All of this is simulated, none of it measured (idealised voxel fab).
A process module follows: voxel ribs on slabs.
Square cell edge 5 nm, section width 150 nm, ID cut.
If you're reading a cross-section in this doc, picture square cells in a grid; it comes to you as bands, top ones listed first down to the bottom, and a band can be one or more rows of cells. Per band: top height and bottom height in nm, followed by the left-to-right materials and their widths in nm; "everywhere" marks a single material spanning edge to edge, "blank" marks empty space. Ref level 0: as-received wafer is one material below here. Bottom band extends down with no lower bound ("top 0, no bottom"). The two numbers in a width such as "30..40" mark its ends across the band: the first belongs to the top row of cells, the second to the bottom row, and from each row to the next the width moves by the same amount. It should be understood that the words "no alteration", when stated for a given step, signify that the cross-section underwent no change in any of its cells during that step. Closed void list: empty space of 8 cells or more with no open way to the top, each as width x height at its distance from the left edge, in nm. Post-settings text on a step line: simulator's own remark regarding the step. Steps that use a mask can have "overlay nm" on their line. It says how far the mask sat to the right of where it was meant to be. Negative means to the left.

### Planned step list for the process
1) RECEIVE: material Si
2) DIRECTIONAL_DEP: material SiO2, thk nm 20
3) DIRECTIONAL_DEP: material polySi, thk nm 20
4) MASKED_ETCH: tone cover, mask id RIB, width nm 15, etch materials polySi, depth nm 5, overlay nm 0
5) DIRECTIONAL_DEP: material aC, thk nm 15
6) PATTERN: tone cover, mask id SLAB, material resist, width nm 45, thk nm 30, overlay nm 0
7) DIRECTIONAL_ETCH: etch materials aC, depth nm 15
8) STRIP: etch materials resist
9) DIRECTIONAL_ETCH: etch materials polySi, depth nm 15
10) STRIP: etch materials aC
11) FILL_DEP: material SiO2, thk nm 20
12) CMP: height nm 50
13) DIRECTIONAL_DEP: material TiN, thk nm 10
14) PATTERN: tone cover, mask id HEATER, material resist, width nm 15, thk nm 15, overlay nm 0
15) DIRECTIONAL_ETCH: etch materials TiN, depth nm 10
16) STRIP: etch materials resist
17) CONFORMAL_DEP: material SiN, thk nm 10
It is noted that the wafers described herein are identical at the outset and are distinguished by the width nm of step 14; the value stated in the plan corresponds to the first wafer.

### First wafer of several, as received: cross-section after step 1
    top 0, no bottom  Si everywhere
    Closed void list: none

### First of several wafers: cross-section at the end of the module, after step 17, its last step
    top 70, bottom 60  blank 55, then SiN 35, then blank 60
    top 60, bottom 50  SiN 65, then TiN 15, then SiN 70
    top 50, bottom 40  SiO2 everywhere
    top 40, bottom 35  SiO2 65, then polySi 15, then SiO2 70
    top 35, bottom 20  SiO2 50, then polySi 45, then SiO2 55
    top 20, bottom 0  SiO2 everywhere
    top 0, no bottom  Si everywhere
    Closed void list: none

### Final wafer cross-section at module end
    top 70, bottom 60  blank 45, then SiN 60, then blank 45
    top 60, bottom 50  SiN 55, then TiN 40, then SiN 55
    top 50, bottom 40  SiO2 everywhere
    top 40, bottom 35  SiO2 65, then polySi 15, then SiO2 70
    top 35, bottom 20  SiO2 50, then polySi 45, then SiO2 55
    top 20, bottom 0  SiO2 everywhere
    top 0, no bottom  Si everywhere
    Closed void list: none

### The table below has one row for each wafer; a row shows, as of the end of the module, how many cells of each material the wafer has gained, marked (+), or lost, marked (-), since it was received, and then the wafer's closed voids
width nm 15, +68 SiN, +270 SiO2, +6 TiN, +30 polySi, Closed void list: none
width nm 20, +68 SiN, +270 SiO2, +8 TiN, +30 polySi, Closed void list: none
width nm 25, +68 SiN, +270 SiO2, +10 TiN, +30 polySi, Closed void list: none
width nm 30, +68 SiN, +270 SiO2, +12 TiN, +30 polySi, Closed void list: none
width nm 35, +68 SiN, +270 SiO2, +14 TiN, +30 polySi, Closed void list: none
width nm 40, +68 SiN, +270 SiO2, +16 TiN, +30 polySi, Closed void list: none
